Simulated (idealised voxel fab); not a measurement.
Module name: voxel capacitor over wiring (process module)
Each square cell in cross-section cut measures 5 nm, and the section as a whole is 155 nm wide.
When this document writes out a cross-section, it uses a grid of square cells and lists it as bands, beginning at the top and moving down, with a band standing for one or more rows of cells. Read a band's entry like this: the first values are the height of its top and the height of its bottom in nm, and what follows is the sequence of materials from left to right, each with its width in nm. Note that "blank" is empty space, and that a single material marked "edge to edge" reaches across the band from edge to edge. Heights are measured from 0, the level below which the as-received wafer is all one material; the lowest band has no bottom and continues downward, written as in "0..down". Top row gets the first number, bottom row gets the second, and each row in between changes by the same step: that is how a band width like "30->40" works. Step marked "left unchanged"? Then no cell in the cross-section changed in it. You'll see "Internal closed voids" listing empty spaces that have no way open to the top, as long as they're 8 cells or more; the notation is width x height at distance, where the distance is from the left edge, and all of it is in nm. That trailing text on a step's line, after the settings, is the simulator's own remark on the step. overlay nm: on a step with a mask, how far right of its planned place the mask lay; negative means left.
-- Intended process steps
| 1 | RECEIVE [material Si] |
| 2 | CONFORMAL_DEP [material SiO2] [thk nm 15] |
| 3 | DIRECTIONAL_DEP [material TiN] [thk nm 5] |
| 4 | DIRECTIONAL_DEP [material W] [thk nm 15] |
| 5 | DIRECTIONAL_DEP [material aC] [thk nm 10] |
| 6 | PATTERN [tone cover] [mask id METAL_1] [material resist] [width nm 20] [pitch nm 75] [thk nm 25] [overlay nm 0] |
| 7 | DIRECTIONAL_ETCH [etch materials aC] [depth nm 10] |
| 8 | STRIP [etch materials resist] |
| 9 | DIRECTIONAL_ETCH [etch materials W] [depth nm 15] |
| 10 | DIRECTIONAL_ETCH [etch materials TiN] [depth nm 5] |
| 11 | STRIP [etch materials aC] |
| 12 | FILL_DEP [material SiO2] [thk nm 10] |
| 13 | CMP [height nm 35] |
| 14 | CONFORMAL_DEP [material SiCN] [thk nm 5] |
| 15 | DIRECTIONAL_DEP [material lowk] [thk nm 20] |
| 16 | PATTERN [tone open] [mask id PLUG_1] [material resist] [width nm 15] [thk nm 15] [overlay nm 0] |
| 17 | DIRECTIONAL_ETCH [etch materials lowk] [depth nm 20] |
| 18 | DIRECTIONAL_ETCH [etch materials SiCN] [depth nm 5] |
| 19 | STRIP [etch materials resist] |
| 20 | EPI [material Ru] [thk nm 10] |
| 21 | EPI [material Ru] [thk nm 10] |
| 22 | EPI [material Ru] [thk nm 5] |
| 23 | DIRECTIONAL_DEP [material TiN] [thk nm 10] |
| 24 | DIRECTIONAL_DEP [material SiN] [thk nm 5] |
| 25 | DIRECTIONAL_DEP [material TiN] [thk nm 10] |
| 26 | MASKED_ETCH [tone cover] [mask id UPPER_PLATE] [width nm 60] [etch materials TiN] [depth nm 10] [overlay nm 0] |
| 27 | MASKED_ETCH [tone cover] [mask id UPPER_PLATE] [width nm 60] [etch materials SiN] [depth nm 5] [overlay nm 0] |
| 28 | MASKED_ETCH [tone cover] [mask id LOWER_PLATE] [width nm 70] [etch materials TiN] [depth nm 10] [overlay nm 0] |
| 29 | FILL_DEP [material SiO2] [thk nm 15] |
| 30 | CMP [height nm 95] |
| 31 | MASKED_ETCH [tone open] [mask id PLUG_2] [width nm 15] [etch materials SiO2] [depth nm 10] [overlay nm 0] |
| 32 | CONFORMAL_DEP [material TiN] [thk nm 5] |
| 33 | FILL_DEP [material Ru] [thk nm 5] |
| 34 | CMP [height nm 95] |
| 35 | CONFORMAL_DEP [material SiN] [thk nm 5] |
-- Wafer as received: cross-section following step 1
* 0..down  Si edge to edge
* Internal closed voids: none
-- First of two wafers, end-of-module section, run followed plan
* 100..95  SiN edge to edge
* 95..90  45 nm SiO2, then 5 nm TiN, then 5 nm Ru, then 5 nm TiN, then 95 nm SiO2
* 90..85  45 nm SiO2, then 15 nm TiN, then 95 nm SiO2
* 85..75  35 nm SiO2, then 60 nm TiN, then 60 nm SiO2
* 75..70  35 nm SiO2, then 60 nm SiN, then 60 nm SiO2
* 70..60  30 nm SiO2, then 70 nm TiN, then 55 nm SiO2
* 60..40  35 nm lowk, then 15 nm Ru, then 105 nm lowk
* 40..35  35 nm SiCN, then 15 nm Ru, then 105 nm SiCN
* 35..20  30 nm SiO2, then 20 nm W, then 55 nm SiO2, then 20 nm W, then 30 nm SiO2
* 20..15  30 nm SiO2, then 20 nm TiN, then 55 nm SiO2, then 20 nm TiN, then 30 nm SiO2
* 15..0  SiO2 edge to edge
* 0..down  Si edge to edge
* Internal closed voids: none
-- Cross-section, second wafer: same start as the first, same plan as the first, one mistake in running it; taken at the end of the module
* 100..95  SiN edge to edge
* 95..85  35 nm SiO2, then 25 nm TiN, then 95 nm SiO2
* 85..80  35 nm SiO2, then 25 nm SiN, then 35 nm TiN, then 60 nm SiO2
* 80..75  30 nm SiO2, then 65 nm TiN, then 60 nm SiO2
* 75..70  30 nm SiO2, then 30 nm TiN, then 35 nm SiN, then 60 nm SiO2
* 70..60  25 nm SiO2, then 35 nm Ru, then 40 nm TiN, then 55 nm SiO2
* 60..40  35 nm lowk, then 15 nm Ru, then 105 nm lowk
* 40..35  35 nm SiCN, then 15 nm Ru, then 105 nm SiCN
* 35..20  30 nm SiO2, then 20 nm W, then 55 nm SiO2, then 20 nm W, then 30 nm SiO2
* 20..15  30 nm SiO2, then 20 nm TiN, then 55 nm SiO2, then 20 nm TiN, then 30 nm SiO2
* 15..0  SiO2 edge to edge
* 0..down  Si edge to edge
* Internal closed voids: none
Deviation from plan: one of the identical steps 20 and 21 was executed twice, with no means of telling which
Count the cells at the end and the second wafer has more or fewer of some materials than the first: Ru: 13 more; SiO2: 8 fewer; TiN: 5 fewer
